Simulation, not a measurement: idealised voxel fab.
Process module under the name voxel gate over fins
We display cut, a cross-section 295 nm in width whose square cells are each 5 nm.
For the purposes of this document, a cross-section shall be understood as a grid of square cells, specified as bands listed in top-to-bottom order, each band consisting of one or more rows of cells.
Heads up on the band format: heights come first, top then bottom, in nm. After that it's the materials left to right, each with its width in nm. A single material flagged "edge to edge" fills the whole band edge to edge, and "air" means there's empty space there.
All heights in this document are referenced to 0, defined as the level beneath which the wafer, as received, consists entirely of one material. The lowest band is not bounded below; it extends indefinitely downward and is written in the form "0 nm and below".
The width entry "30 to 40" should be interpreted row by row: the top row of cells in the band takes the first number, the bottom row takes the second number, and the change between adjacent rows is uniform throughout.
"stayed the same" -> step changed no cross-section cell.
Fully sealed voids: empty space of 8 cells or more with no open way to the top, each as width x height at its distance from the left edge, in nm
What comes after the settings on a step's line is commentary from the simulator itself on that step.
overlay nm, on a step with a mask: how far to the right of its planned place the mask lay; to the left if negative

Planned step list for the process
1) RECEIVE (material Si)
2) CONFORMAL_DEP (material SiN; thk nm 5)
3) MASKED_ETCH (tone cover; mask id FINS; width nm 15; pitch nm 40; etch materials SiN; depth nm 5; overlay nm 0)
4) MASKED_ETCH (tone cover; mask id FINS; width nm 15; pitch nm 40; etch materials Si; depth nm 35; overlay nm 0)
5) FILL_DEP (material SiO2; thk nm 5)
6) CMP (height nm 5)
7) SELECTIVE_ETCH (etch materials SiO2; depth nm 20)
8) STRIP (etch materials SiN)
9) CONFORMAL_DEP (material HfO2; thk nm 5)
10) CONFORMAL_DEP (material TiN; thk nm 5)
11) FILL_DEP (material W; thk nm 15)
12) CMP (height nm 20)
13) CONFORMAL_DEP (material SiN; thk nm 5)

Of two wafers, the first: run according to plan

As received, after step 1
- 0 nm and below = Si edge to edge
- Fully sealed voids: none

Cross-section of the wafer after step 2
- 5 nm to 0 nm = SiN edge to edge
- Below 0, the layers are the same as they were.

Cross-section of the wafer after step 3
- 5 nm to 0 nm = 80 air | 15 SiN | 25 air | 15 SiN | 25 air | 15 SiN | 25 air | 15 SiN | 80 air
- Below 0, the layers are the same as they were.

Cross-section of the wafer after step 4
- 5 nm to 0 nm = 80 air | 15 SiN | 25 air | 15 SiN | 25 air | 15 SiN | 25 air | 15 SiN | 80 air
- 0 nm to -35 nm = 80 air | 15 Si | 25 air | 15 Si | 25 air | 15 Si | 25 air | 15 Si | 80 air
- Below -35, the layers are the same as they were.

Cross-section of the wafer after step 5
- 10 nm to 5 nm = SiO2 edge to edge
- 5 nm to 0 nm = 80 SiO2 | 15 SiN | 25 SiO2 | 15 SiN | 25 SiO2 | 15 SiN | 25 SiO2 | 15 SiN | 80 SiO2
- 0 nm to -35 nm = 80 SiO2 | 15 Si | 25 SiO2 | 15 Si | 25 SiO2 | 15 Si | 25 SiO2 | 15 Si | 80 SiO2
- Below -35, the layers are the same as they were.

Cross-section of the wafer after step 6
- 5 nm to 0 nm = 80 SiO2 | 15 SiN | 25 SiO2 | 15 SiN | 25 SiO2 | 15 SiN | 25 SiO2 | 15 SiN | 80 SiO2
- Below 0, the layers are the same as they were.

Cross-section of the wafer after step 7
- 5 nm to 0 nm = 80 air | 15 SiN | 25 air | 15 SiN | 25 air | 15 SiN | 25 air | 15 SiN | 80 air
- 0 nm to -15 nm = 80 air | 15 Si | 25 air | 15 Si | 25 air | 15 Si | 25 air | 15 Si | 80 air
- Below -15, the layers are the same as they were.

Cross-section of the wafer after step 8
- 0 nm to -15 nm = 80 air | 15 Si | 25 air | 15 Si | 25 air | 15 Si | 25 air | 15 Si | 80 air
- Below -15, the layers are the same as they were.

Cross-section of the wafer after step 9
- 5 nm to 0 nm = 75 air | 25 HfO2 | 15 air | 25 HfO2 | 15 air | 25 HfO2 | 15 air | 25 HfO2 | 75 air
- 0 nm to -10 nm = 75 air | 5 HfO2 | 15 Si | 5 HfO2 | 15 air | 5 HfO2 | 15 Si | 5 HfO2 | 15 air | 5 HfO2 | 15 Si | 5 HfO2 | 15 air | 5 HfO2 | 15 Si | 5 HfO2 | 75 air
- -10 nm to -15 nm = 80 HfO2 | 15 Si | 25 HfO2 | 15 Si | 25 HfO2 | 15 Si | 25 HfO2 | 15 Si | 80 HfO2
- Below -15, the layers are the same as they were.

Cross-section of the wafer after step 10
- 10 nm to 5 nm = 70 air | 35 TiN | 5 air | 35 TiN | 5 air | 35 TiN | 5 air | 35 TiN | 70 air
- 5 nm to 0 nm = 70 air | 5 TiN | 25 HfO2 | 5 TiN | 5 air | 5 TiN | 25 HfO2 | 5 TiN | 5 air | 5 TiN | 25 HfO2 | 5 TiN | 5 air | 5 TiN | 25 HfO2 | 5 TiN | 70 air
- 0 nm to -5 nm = 70 air | 5 TiN | 5 HfO2 | 15 Si | 5 HfO2 | 5 TiN | 5 air | 5 TiN | 5 HfO2 | 15 Si | 5 HfO2 | 5 TiN | 5 air | 5 TiN | 5 HfO2 | 15 Si | 5 HfO2 | 5 TiN | 5 air | 5 TiN | 5 HfO2 | 15 Si | 5 HfO2 | 5 TiN | 70 air
- -5 nm to -10 nm = 75 TiN | 5 HfO2 | 15 Si | 5 HfO2 | 15 TiN | 5 HfO2 | 15 Si | 5 HfO2 | 15 TiN | 5 HfO2 | 15 Si | 5 HfO2 | 15 TiN | 5 HfO2 | 15 Si | 5 HfO2 | 75 TiN
- Below -10, the layers are the same as they were.

Cross-section of the wafer after step 11
- 25 nm to 10 nm = W edge to edge
- 10 nm to 5 nm = 70 W | 35 TiN | 5 W | 35 TiN | 5 W | 35 TiN | 5 W | 35 TiN | 70 W
- 5 nm to 0 nm = 70 W | 5 TiN | 25 HfO2 | 5 TiN | 5 W | 5 TiN | 25 HfO2 | 5 TiN | 5 W | 5 TiN | 25 HfO2 | 5 TiN | 5 W | 5 TiN | 25 HfO2 | 5 TiN | 70 W
- 0 nm to -5 nm = 70 W | 5 TiN | 5 HfO2 | 15 Si | 5 HfO2 | 5 TiN | 5 W | 5 TiN | 5 HfO2 | 15 Si | 5 HfO2 | 5 TiN | 5 W | 5 TiN | 5 HfO2 | 15 Si | 5 HfO2 | 5 TiN | 5 W | 5 TiN | 5 HfO2 | 15 Si | 5 HfO2 | 5 TiN | 70 W
- Below -5, the layers are the same as they were.

Cross-section of the wafer after step 12
- 20 nm to 10 nm = W edge to edge
- Below 10, the layers are the same as they were.

Cross-section of the wafer after step 13
- 25 nm to 20 nm = SiN edge to edge
- Below 20, the layers are the same as they were.

Wafer two. Same start, same plan, one slip in execution. Same as wafer one through step 8, inclusive

Cross-section of the second wafer when, according to plan, step 9 should have finished
- 15 nm to 0 nm = 65 air | 165 HfO2 | 65 air
- 0 nm to -15 nm = 80 HfO2 | 15 Si | 25 HfO2 | 15 Si | 25 HfO2 | 15 Si | 25 HfO2 | 15 Si | 80 HfO2
- Below -15, the layers are the same as they were.

Cross-section of the second wafer when, according to plan, step 10 should have finished
- 20 nm to 15 nm = 60 air | 175 TiN | 60 air
- 15 nm to 5 nm = 60 air | 5 TiN | 165 HfO2 | 5 TiN | 60 air
- 5 nm to 0 nm = 65 TiN | 165 HfO2 | 65 TiN
- Below 0, the layers are the same as they were.

Cross-section of the second wafer when, according to plan, step 11 should have finished
- 35 nm to 20 nm = W edge to edge
- 20 nm to 15 nm = 60 W | 175 TiN | 60 W
- 15 nm to 5 nm = 60 W | 5 TiN | 165 HfO2 | 5 TiN | 60 W
- Below 5, the layers are the same as they were.

Cross-section of the second wafer when, according to plan, step 12 should have finished
- 20 nm to 15 nm = 60 W | 175 TiN | 60 W
- Below 15, the layers are the same as they were.

Cross-section of the second wafer when, according to plan, step 13 should have finished
- 25 nm to 20 nm = SiN edge to edge
- Below 20, the layers are the same as they were.
Heads up, the wafer didn't run the way we planned it: rather than as planned, step 9 actually ran as CONFORMAL_DEP (material HfO2; thk nm 15)
At the finish, the second wafer shows more or fewer cells for some materials than the first does: 157 more of HfO2 | 18 fewer of TiN | 139 fewer of W
